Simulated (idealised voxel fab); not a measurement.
Process module heading - voxel fin reveal
We display cut, a cross-section 165 nm in width whose square cells are each 5 nm.
Format of a cross-section: grid, square cells. Given as bands. Order: top down. Band: one or more rows of cells. Top, bottom (nm), then materials left to right with widths (nm); lone material tagged "throughout" fills the whole band edge to edge; "air" = empty space. We count height from 0. Below that, the starting wafer is all one material. The lowest band never ends at the bottom but goes on down; see "0 -> down" for how that is written. Top row gets the first number, bottom row gets the second, and each row in between changes by the same step: that is how a band width like "30 to 40" works. Step note "changes: none" = no cross-section cell changed. For the entry "Enclosed cavities", the listed items are empty spaces with no open way to the top whose size is 8 cells or more; each item follows the pattern width x height at distance, where distance is from the left edge and all three are in nm. Step line, after settings: the simulator's comment on this step. For masked steps, "overlay nm" on the step line gives how far right of plan the mask actually lay; a minus sign means it lay to the left.

The steps planned for the process are as follows:
1,op RECEIVE | material Si
2,op CONFORMAL_DEP | material SiN | thk nm 5
3,op PATTERN | tone cover | mask id FINS | material resist | width nm 15 | pitch nm 35 | thk nm 20 | overlay nm 0
4,op DIRECTIONAL_ETCH | etch materials SiN | depth nm 5
5,op DIRECTIONAL_ETCH | etch materials Si | depth nm 30
6,op STRIP | etch materials resist
7,op OXIDIZE | depth nm 5
8,op FILL_DEP | material SiO2 | thk nm 5
9,op CMP | height nm 5
10,op SELECTIVE_ETCH | etch materials SiO2 | depth nm 20
11,op STRIP | etch materials SiN
12,op CONFORMAL_DEP | material HfO2 | thk nm 5

Received-state cross-section, reflecting completion of step 1:
	0 -> down: Si throughout
	Enclosed cavities: none

Post-module cross-section: identical start and plan to those above, one misstep in execution:
	5 -> 0: air (30), HfO2 (15), air (20), HfO2 (15), air (20), HfO2 (15), air (20), HfO2 (15), air (15)
	0 -> -10: air (30), HfO2 (5), Si (5), HfO2 (5), air (20), HfO2 (5), Si (5), HfO2 (5), air (20), HfO2 (5), Si (5), HfO2 (5), air (20), HfO2 (5), Si (5), HfO2 (5), air (15)
	-10 -> -15: HfO2 (35), Si (5), HfO2 (30), Si (5), HfO2 (30), Si (5), HfO2 (30), Si (5), HfO2 (20)
	-15 -> -35: SiO2 (35), Si (5), SiO2 (30), Si (5), SiO2 (30), Si (5), SiO2 (30), Si (5), SiO2 (20)
	-35 -> down: Si throughout
	Enclosed cavities: none
Deviation noted in wafer processing: step 3 was processed under conditions differing from the plan, specifically as op PATTERN | tone cover | mask id FINS | material resist | width nm 15 | pitch nm 35 | thk nm 20 | overlay nm 10
